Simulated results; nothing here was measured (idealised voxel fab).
Process module, titled voxel local oxidation
Square cell edge 5 nm, section width 215 nm, ID cut.
A cross-section in this document is a grid of square cells, and it is written down as bands, the top band listed before the ones below it; a band is made up of one or more rows of cells. Each band's line starts with the height of the band's top and of its bottom, in nm. Then come its materials from left to right, each with its width in nm. One material with "full width" fills the band from edge to edge. "air" is empty space. It should be noted that heights are counted from 0, beneath which the wafer as supplied is of one material throughout, and that the lowest band possesses no lower boundary but continues downward, as written in "0 and below". With a width like "30..40", each row of cells in the band differs from the next by the same amount, the top row carrying the first number and the bottom row the second. No cell of the cross-section changed in a step that is given as "no modification". Empty spaces without an open route to the top, at least 8 cells in extent, make up the entry "Closed void listing"; each is given as width x height at distance, where the distance is measured from the left edge, and all are in nm. Where a step's line continues beyond its settings, the continuation is a remark by the simulator itself on that step. When a step includes a mask, the "overlay nm" setting on its line states how far to the right of its planned place that mask lay, and negative values state how far to the left.

Listed below are the process steps as planned
1) RECEIVE,material Si
2) CONFORMAL_DEP,material SiO2,thk nm 5
3) CONFORMAL_DEP,material SiN,thk nm 10
4) MASKED_ETCH,tone cover,mask id ACTIVE,width nm 90,etch materials SiN,depth nm 10,overlay nm 0
5) SELECTIVE_ETCH,etch materials SiO2,depth nm 5
6) OXIDIZE,depth nm 10
7) STRIP,etch materials SiN

Here's what the wafer looked like in cross-section when it arrived - that's after step 1
0 and below = Si full width
Closed void listing: none

Here's the cross-section of the first of our two wafers at the end of the module - it ran as planned
5 down to 0 = 65 nm air  80 nm SiO2  70 nm air
0 down to -10 = 75 nm SiO2  60 nm Si  80 nm SiO2
-10 and below = Si full width
Closed void listing: none

End-of-module cross-section of the second wafer: identical starting point and process plan to the first, with one processing mistake
0 down to -10 = 75 nm air  60 nm Si  80 nm air
-10 and below = Si full width
Closed void listing: none
Run error: note that step 7 departed from the planned setting and was carried out as STRIP,etch materials SiO2
Final wafer comparison in cells, second versus first, more or fewer per material: 78 fewer of SiO2
